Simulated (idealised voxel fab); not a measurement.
Presented below is a process module, voxel quadruple lines.
Cross-section cut: width 275 nm, square cells of 5 nm.
Cross-section, as written here: a square-cell grid given band by band from the top down, where a band holds one or more rows of cells. Look at the band entry: it leads with the top's height and the bottom's height in nm. Then it lists the materials left to right, with a width in nm for each. The word "everywhere" on a single material says that material fills the band edge to edge. The word "air" is empty space. Beneath 0, the wafer as received is one material, and that level is where height counting begins. The lowest band goes on downward without a bottom; it is written like "0 nm and below". The width entry "30 to 40" should be interpreted row by row: the top row of cells in the band takes the first number, the bottom row takes the second number, and the change between adjacent rows is uniform throughout. "no alteration" for a step: no cell of the cross-section changed in that step. Look at "Enclosed void catalog" for the closed voids: empty spaces with no open path to the top, sized 8 cells or up. Each is width x height at distance, distance from the left edge, all nm. It should be noted that, on the line of a given step, the content following the step's settings is a remark produced by the simulator itself with respect to that step. "overlay nm" denotes, for a step that has a mask, the displacement of the mask to the right of its planned place, with negative values corresponding to the left.
# Planned process steps
1 RECEIVE with material Si
2 CONFORMAL_DEP with material SiO2, thk nm 10
3 DIRECTIONAL_DEP with material W, thk nm 10
4 DIRECTIONAL_DEP with material polySi, thk nm 15
5 DIRECTIONAL_DEP with material aC, thk nm 25
6 PATTERN with tone cover, mask id MANDREL, material resist, width nm 30, thk nm 35, overlay nm 0
7 DIRECTIONAL_ETCH with etch materials aC, depth nm 25
8 STRIP with etch materials resist
9 CONFORMAL_DEP with material SiO2, thk nm 10
10 DIRECTIONAL_ETCH with etch materials SiO2, depth nm 10
11 STRIP with etch materials aC
12 DIRECTIONAL_ETCH with etch materials polySi, depth nm 15
13 STRIP with etch materials SiO2
14 CONFORMAL_DEP with material SiCN, thk nm 10
15 DIRECTIONAL_ETCH with etch materials SiCN, depth nm 10
16 STRIP with etch materials polySi
17 DIRECTIONAL_ETCH with etch materials W, depth nm 10
18 STRIP with etch materials SiCN
# First of two wafers, with the run carried out as planned
# Cross-section of the wafer as it came to us, i.e., already through step 1
0 nm and below = Si everywhere
Enclosed void catalog: none
# Once step 2 is through, the wafer looks like this in cross-section
10 nm to 0 nm = SiO2 everywhere
Below 0 it's all the same as before, nothing changed down there.
# Once step 3 is through, the wafer looks like this in cross-section
20 nm to 10 nm = W everywhere
Below 10 it's all the same as before, nothing changed down there.
# Once step 4 is through, the wafer looks like this in cross-section
35 nm to 20 nm = polySi everywhere
Below 20 it's all the same as before, nothing changed down there.
# Once step 5 is through, the wafer looks like this in cross-section
60 nm to 35 nm = aC everywhere
Below 35 it's all the same as before, nothing changed down there.
# Once step 6 is through, the wafer looks like this in cross-section
95 nm to 60 nm = air=120  resist=30  air=125
Below 60 it's all the same as before, nothing changed down there.
# Once step 7 is through, the wafer looks like this in cross-section
70 nm to 60 nm = air=120  resist=30  air=125
60 nm to 35 nm = air=120  aC=30  air=125
Below 35 it's all the same as before, nothing changed down there.
# Once step 8 is through, the wafer looks like this in cross-section
60 nm to 35 nm = air=120  aC=30  air=125
Below 35 it's all the same as before, nothing changed down there.
# Once step 9 is through, the wafer looks like this in cross-section
70 nm to 60 nm = air=110  SiO2=50  air=115
60 nm to 45 nm = air=110  SiO2=10  aC=30  SiO2=10  air=115
45 nm to 35 nm = SiO2=120  aC=30  SiO2=125
Below 35 it's all the same as before, nothing changed down there.
# Once step 10 is through, the wafer looks like this in cross-section
60 nm to 35 nm = air=110  SiO2=10  aC=30  SiO2=10  air=115
Below 35 it's all the same as before, nothing changed down there.
# Once step 11 is through, the wafer looks like this in cross-section
60 nm to 35 nm = air=110  SiO2=10  air=30  SiO2=10  air=115
Below 35 it's all the same as before, nothing changed down there.
# Once step 12 is through, the wafer looks like this in cross-section
60 nm to 35 nm = air=110  SiO2=10  air=30  SiO2=10  air=115
35 nm to 20 nm = air=110  polySi=10  air=30  polySi=10  air=115
Below 20 it's all the same as before, nothing changed down there.
# Once step 13 is through, the wafer looks like this in cross-section
35 nm to 20 nm = air=110  polySi=10  air=30  polySi=10  air=115
Below 20 it's all the same as before, nothing changed down there.
# Once step 14 is through, the wafer looks like this in cross-section
45 nm to 35 nm = air=100  SiCN=30  air=10  SiCN=30  air=105
35 nm to 30 nm = air=100  SiCN=10  polySi=10  SiCN=10  air=10  SiCN=10  polySi=10  SiCN=10  air=105
30 nm to 20 nm = SiCN=110  polySi=10  SiCN=30  polySi=10  SiCN=115
Below 20 it's all the same as before, nothing changed down there.
# Once step 15 is through, the wafer looks like this in cross-section
35 nm to 20 nm = air=100  SiCN=10  polySi=10  SiCN=10  air=10  SiCN=10  polySi=10  SiCN=10  air=105
Below 20 it's all the same as before, nothing changed down there.
# Once step 16 is through, the wafer looks like this in cross-section
35 nm to 20 nm = air=100  SiCN=10  air=10  SiCN=10  air=10  SiCN=10  air=10  SiCN=10  air=105
Below 20 it's all the same as before, nothing changed down there.
# Once step 17 is through, the wafer looks like this in cross-section
35 nm to 20 nm = air=100  SiCN=10  air=10  SiCN=10  air=10  SiCN=10  air=10  SiCN=10  air=105
20 nm to 10 nm = air=100  W=10  air=10  W=10  air=10  W=10  air=10  W=10  air=105
Below 10 it's all the same as before, nothing changed down there.
# Once step 18 is through, the wafer looks like this in cross-section
20 nm to 10 nm = air=100  W=10  air=10  W=10  air=10  W=10  air=10  W=10  air=105
Below 10 it's all the same as before, nothing changed down there.
# The second wafer began exactly as the first did and followed the same plan, but one mistake was made while running it; through step 5 inclusive, the two wafers are identical
# Cross-section, second wafer, at the end time the plan gives for step 6
95 nm to 60 nm = resist=120  air=30  resist=125
Below 60 it's all the same as before, nothing changed down there.
# Cross-section, second wafer, at the end time the plan gives for step 7
70 nm to 60 nm = resist=120  air=30  resist=125
60 nm to 35 nm = aC=120  air=30  aC=125
Below 35 it's all the same as before, nothing changed down there.
# Cross-section, second wafer, at the end time the plan gives for step 8
60 nm to 35 nm = aC=120  air=30  aC=125
Below 35 it's all the same as before, nothing changed down there.
# Cross-section, second wafer, at the end time the plan gives for step 9
70 nm to 60 nm = SiO2=130  air=10  SiO2=135
60 nm to 45 nm = aC=120  SiO2=10  air=10  SiO2=10  aC=125
45 nm to 35 nm = aC=120  SiO2=30  aC=125
Below 35 it's all the same as before, nothing changed down there.
# Cross-section, second wafer, at the end time the plan gives for step 10
60 nm to 35 nm = aC=120  SiO2=10  air=10  SiO2=10  aC=125
Below 35 it's all the same as before, nothing changed down there.
# Cross-section, second wafer, at the end time the plan gives for step 11
60 nm to 35 nm = air=120  SiO2=10  air=10  SiO2=10  air=125
Below 35 it's all the same as before, nothing changed down there.
# Cross-section, second wafer, at the end time the plan gives for step 12
60 nm to 35 nm = air=120  SiO2=10  air=10  SiO2=10  air=125
35 nm to 20 nm = air=120  polySi=10  air=10  polySi=10  air=125
Below 20 it's all the same as before, nothing changed down there.
# Cross-section, second wafer, at the end time the plan gives for step 13
35 nm to 20 nm = air=120  polySi=10  air=10  polySi=10  air=125
Below 20 it's all the same as before, nothing changed down there.
# Cross-section, second wafer, at the end time the plan gives for step 14
45 nm to 35 nm = air=110  SiCN=50  air=115
35 nm to 30 nm = air=110  SiCN=10  polySi=10  SiCN=10  polySi=10  SiCN=10  air=115
30 nm to 20 nm = SiCN=120  polySi=10  SiCN=10  polySi=10  SiCN=125
Below 20 it's all the same as before, nothing changed down there.
# Cross-section, second wafer, at the end time the plan gives for step 15
35 nm to 20 nm = air=110  SiCN=10  polySi=10  SiCN=10  polySi=10  SiCN=10  air=115
Below 20 it's all the same as before, nothing changed down there.
# Cross-section, second wafer, at the end time the plan gives for step 16
35 nm to 20 nm = air=110  SiCN=10  air=10  SiCN=10  air=10  SiCN=10  air=115
Below 20 it's all the same as before, nothing changed down there.
# Cross-section, second wafer, at the end time the plan gives for step 17
35 nm to 20 nm = air=110  SiCN=10  air=10  SiCN=10  air=10  SiCN=10  air=115
20 nm to 10 nm = air=110  W=10  air=10  W=10  air=10  W=10  air=115
Below 10 it's all the same as before, nothing changed down there.
# Cross-section, second wafer, at the end time the plan gives for step 18
20 nm to 10 nm = air=110  W=10  air=10  W=10  air=10  W=10  air=115
Below 10 it's all the same as before, nothing changed down there.
Here's what went sideways: for step 6, the planned setting was not used; the step was instead run as PATTERN with tone open, mask id MANDREL, material resist, width nm 30, thk nm 35, overlay nm 0
at the end the second wafer has, in cells: W -4
